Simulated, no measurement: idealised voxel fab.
A process module follows: voxel ribs on slabs.
The cross-section on display is named cut; it measures 200 nm wide, and its cells are 5 nm squares.
A cross-section is written here as square cells arranged in a grid, and it is given in bands from the top down, each band taking up one or more rows of cells. Heads up on the band format: heights come first, top then bottom, in nm. After that it's the materials left to right, each with its width in nm. A single material flagged "throughout" fills the whole band edge to edge, and "air" means there's empty space there. Height reference: 0 = level under which incoming wafer is all one material. Lowest band: no bottom, runs on downward, e.g. "0 down". Think of "30 to 40" as a width that walks from the first number to the second as you go down the band, top row to bottom row, taking equal-sized steps from row to row. What does "everything unchanged" mean for a step? It means no cell of the cross-section changed in that step. Empty spaces without an open route to the top, at least 8 cells in extent, make up the entry "Trapped cavities"; each is given as width x height at distance, where the distance is measured from the left edge, and all are in nm. On a step's line, text after the settings is the simulator commenting on that step. overlay nm: how far to the right of its planned place the mask lay on this masked step (negative: to the left).

-- Planned step list for the process
1,RECEIVE [material Si]
2,DIRECTIONAL_DEP [material SiO2] [thk nm 25]
3,DIRECTIONAL_DEP [material polySi] [thk nm 25]
4,PATTERN [tone cover] [mask id RIB] [material resist] [width nm 15] [thk nm 15] [overlay nm 0]
5,DIRECTIONAL_ETCH [etch materials polySi] [depth nm 15]
6,STRIP [etch materials resist]
7,PATTERN [tone cover] [mask id SLAB] [material resist] [width nm 45] [thk nm 20] [overlay nm 0]
8,DIRECTIONAL_ETCH [etch materials polySi] [depth nm 10]
9,STRIP [etch materials resist]
10,FILL_DEP [material SiO2] [thk nm 25]
11,CMP [height nm 70]
12,DIRECTIONAL_DEP [material W] [thk nm 5]
13,DIRECTIONAL_DEP [material aC] [thk nm 10]
14,PATTERN [tone cover] [mask id HEATER] [material resist] [width nm 25] [thk nm 25] [overlay nm 0]
15,DIRECTIONAL_ETCH [etch materials aC] [depth nm 10]
16,STRIP [etch materials resist]
17,DIRECTIONAL_ETCH [etch materials W] [depth nm 5]
18,STRIP [etch materials aC]
19,CONFORMAL_DEP [material SiN] [thk nm 5]

-- Cross-section: wafer on arrival = after step 1
  0 down  Si throughout
  Trapped cavities: none

-- Cross-section: first of two wafers, module finished, run according to plan
  80 to 75  air: 80 | SiN: 35 | air: 85
  75 to 70  SiN: 85 | W: 25 | SiN: 90
  70 to 50  SiO2 throughout
  50 to 35  SiO2: 90 | polySi: 15 | SiO2: 95
  35 to 25  SiO2: 75 | polySi: 45 | SiO2: 80
  25 to 0  SiO2 throughout
  0 down  Si throughout
  Trapped cavities: none

-- Second wafer through the module, sectioned at the end: same beginning and same plan as the first wafer, with one mistake in carrying it out
  80 to 75  air: 80 | SiN: 35 | air: 85
  75 to 70  SiN: 85 | W: 25 | SiN: 90
  70 to 50  SiO2 throughout
  50 to 35  SiO2: 90 | polySi: 15 | SiO2: 95
  35 to 25  SiO2: 80 | polySi: 45 | SiO2: 75
  25 to 0  SiO2 throughout
  0 down  Si throughout
  Trapped cavities: none
Want to know what went wrong? step 7 ran with different settings than intended, the actual operation and settings being PATTERN [tone cover] [mask id SLAB] [material resist] [width nm 45] [thk nm 20] [overlay nm 5]
Both wafers, final: cells per material equal; arrangement not.
